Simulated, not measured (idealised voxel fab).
process module | voxel released beams
cross-section cut | 295 nm wide | cells 5 nm
A cross-section is a grid of square cells, given in bands from the top down. A band is one or more rows of cells.
Each band's line starts with the height of the band's top and of its bottom, in nm. Then come its materials from left to right, each with its width in nm. One material with "throughout" fills the band from edge to edge. "air" is empty space.
Height 0 is the level under which the wafer as received is all one material. The lowest band goes on downwards, as in "0 down".
A width such as "30 to 40" changes by the same amount from each row of cells to the next, from the band's top row to its bottom row.
"no change" after a step means that no cell of the cross-section changed.
closed voids: empty space of 8 cells or more with no open way to the top, each as width x height at its distance from the left edge, in nm
after a step's settings: what the simulator itself notes on the step
overlay nm, on a step with a mask: how far to the right of its planned place the mask lay; to the left if negative
plan
1 op RECEIVE | material Si
2 op CONFORMAL_DEP | material SiN | thk nm 5
3 op DIRECTIONAL_DEP | material SiO2 | thk nm 10
4 op MASKED_ETCH | tone open | mask id ANCHOR | width nm 45 | etch materials SiO2 | depth nm 10 | overlay nm 0
5 op CONFORMAL_DEP | material TiN | thk nm 15
6 op PATTERN | tone cover | mask id BEAM | material resist | width nm 105 | thk nm 15 | overlay nm -15
7 op DIRECTIONAL_ETCH | etch materials TiN | depth nm 15
8 op STRIP | etch materials resist
9 op STRIP | etch materials SiO2
varied across the wafers: overlay nm of step 6. The plan shows the first wafer's value. All wafers start alike
first wafer as received, after step 1
  0 down: Si throughout
  closed voids: none
each wafer at the end: cells of each material gained (+) or lost (-) since it was received, then its closed voids
overlay nm -15 | +59 SiN | +75 TiN | closed voids: none
overlay nm -10 | +59 SiN | +75 TiN | closed voids: none
overlay nm -5 | +59 SiN | +75 TiN | closed voids: none
overlay nm 0 | +59 SiN | +75 TiN | closed voids: none
overlay nm 5 | +59 SiN | +75 TiN | closed voids: none
overlay nm 10 | +59 SiN | +75 TiN | closed voids: none
overlay nm 15 | +59 SiN | +75 TiN | closed voids: none
